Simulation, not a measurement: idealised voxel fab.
The following process module bears the name voxel air gaps.
The width of the displayed cross-section, cut, is 230 nm; its cells are square, with a size of 5 nm.
Cross-section format: a grid of square cells, given as bands from top to bottom; each band is one or more rows of cells. For a band, the entry starts with two heights in nm, that of the top and then that of the bottom, and carries on with the band's materials in order from left to right, each alongside its width in nm; the word "throughout" beside a single material means it fills the band edge to edge, and "blank" means empty space. Zero point of the height axis is 0; under it, received wafer = one material. Lowest band: continues down indefinitely, "0..down". Graded width ("30 to 40"): value in top row of band = first number; value in bottom row = second number; row-to-row change constant. Key: "no alterations made" - step with no changed cell in the cross-section. The entry titled "Voids lacking openings" provides the empty spaces that have no open way to the top, restricted to those of 8 cells or more. Each is presented as width x height at distance, the distance being measured from the left edge, with all three in nm. The remark found on a step's line after its settings is issued by the simulator itself and pertains to that step. For masked steps, "overlay nm" on the step line gives how far right of plan the mask actually lay; a minus sign means it lay to the left.

### The planned process steps are enumerated hereunder
1) RECEIVE | material Si
2) CONFORMAL_DEP | material SiO2 | thk nm 10
3) CONFORMAL_DEP | material SiCN | thk nm 5
4) DIRECTIONAL_DEP | material SiO2 | thk nm 35
5) PATTERN | tone open | mask id LINES | material resist | width nm 15 | pitch nm 40 | thk nm 20 | overlay nm 0
6) DIRECTIONAL_ETCH | etch materials SiO2 | depth nm 35
7) STRIP | etch materials resist
8) CONFORMAL_DEP | material TiN | thk nm 5
9) FILL_DEP | material W | thk nm 5
10) CMP | height nm 50
11) EPI | material Ru | thk nm 10
12) SELECTIVE_ETCH | etch materials SiO2 | depth nm 45
13) CONFORMAL_DEP | material SiCN | thk nm 5

### So this is the incoming wafer in cross-section - it's already been through step 1
> 0..down: Si throughout
> Voids lacking openings: none

### This is how the wafer looks in cross-section once the module is done, given the starting state and plan above and one mistake in carrying the plan out
> 65..60: SiCN throughout
> 60..50: Ru throughout
> 50..20: 60 of W; 5 of TiN; 15 of SiO2; 5 of TiN; 15 of W; 5 of TiN; 15 of SiO2; 5 of TiN; 15 of W; 5 of TiN; 15 of SiO2; 5 of TiN; 65 of W
> 20..15: 65 of TiN; 15 of SiO2; 25 of TiN; 15 of SiO2; 25 of TiN; 15 of SiO2; 70 of TiN
> 15..10: SiCN throughout
> 10..0: SiO2 throughout
> 0..down: Si throughout
> Voids lacking openings: none
what went wrong: step 5 deviated from plan and actually ran as PATTERN | tone cover | mask id LINES | material resist | width nm 15 | pitch nm 40 | thk nm 20 | overlay nm 0
